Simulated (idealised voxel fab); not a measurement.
Title: Process Module voxel self aligned contacts
Cross-section cut: width 215 nm, square cells of 5 nm.
Bands, listed from the top down, are how a cross-section gets written in this document; the cross-section itself is a grid of square cells, and a band is one or more rows of them. Look at the band entry: it leads with the top's height and the bottom's height in nm. Then it lists the materials left to right, with a width in nm for each. The word "throughout" on a single material says that material fills the band edge to edge. The word "empty" is empty space. Note: height 0 marks the level under which the wafer is uniformly one material as received. Lowest band unbounded below, written "0 nm and below". When a width is written as two numbers, as in "30->40", the first number is the width in the top row of cells of the band and the second is the width in its bottom row, and the width changes by the same amount from each row to the next. "all unchanged" for a step: no cell of the cross-section changed in that step. In the "Closed voids list" entry, you get each enclosed empty space of 8 cells or more, one with no open way to the top, written width x height at distance, distance from the left edge, in nm. Where a step's line continues beyond its settings, the continuation is a remark by the simulator itself on that step. The optional step-line setting "overlay nm" applies to steps with a mask and quantifies how far to the right of its planned location the mask lay, a negative value indicating leftward placement.

The steps planned for the process are as follows
1,op RECEIVE | material Si
2,op CONFORMAL_DEP | material SiO2 | thk nm 5
3,op DIRECTIONAL_DEP | material polySi | thk nm 20
4,op DIRECTIONAL_DEP | material SiN | thk nm 25
5,op MASKED_ETCH | tone cover | mask id GATE | width nm 25 | pitch nm 65 | etch materials SiN | depth nm 25 | overlay nm 0
6,op MASKED_ETCH | tone cover | mask id GATE | width nm 25 | pitch nm 65 | etch materials polySi | depth nm 20 | overlay nm 0
7,op CONFORMAL_DEP | material SiN | thk nm 10
8,op DIRECTIONAL_ETCH | etch materials SiN | depth nm 10
9,op FILL_DEP | material SiO2 | thk nm 20
10,op CMP | height nm 60
11,op DIRECTIONAL_DEP | material aC | thk nm 15
12,op PATTERN | tone open | mask id CONTACT | material resist | width nm 50 | pitch nm 65 | thk nm 35 | overlay nm 0
13,op DIRECTIONAL_ETCH | etch materials aC | depth nm 15
14,op STRIP | etch materials resist
15,op DIRECTIONAL_ETCH | etch materials SiO2 | depth nm 60
16,op STRIP | etch materials aC
17,op CONFORMAL_DEP | material TiN | thk nm 5
18,op FILL_DEP | material Ru | thk nm 5
19,op CMP | height nm 60
20,op CONFORMAL_DEP | material SiCN | thk nm 5

As received (post step 1): cross-section
0 nm and below: Si throughout
Closed voids list: none

a wafer at the end: this start, this plan, one mistake
65 nm to 60 nm: SiCN throughout
60 nm to 45 nm: SiO2 (20) | SiN (45) | TiN (5) | Ru (10) | TiN (5) | SiN (45) | TiN (5) | Ru (10) | TiN (5) | SiN (45) | SiO2 (20)
45 nm to 30 nm: SiO2 (20) | SiN (10) | polySi (25) | SiN (10) | TiN (5) | Ru (10) | TiN (5) | SiN (10) | polySi (25) | SiN (10) | TiN (5) | Ru (10) | TiN (5) | SiN (10) | polySi (25) | SiN (10) | SiO2 (20)
30 nm to 25 nm: SiO2 (20) | SiN (10) | polySi (25) | SiN (10) | TiN (20) | SiN (10) | polySi (25) | SiN (10) | TiN (20) | SiN (10) | polySi (25) | SiN (10) | SiO2 (20)
25 nm to 5 nm: polySi throughout
5 nm to 0 nm: SiO2 throughout
0 nm and below: Si throughout
Closed voids list: none
The mistake made against the process plan was this: step 3 was run twice
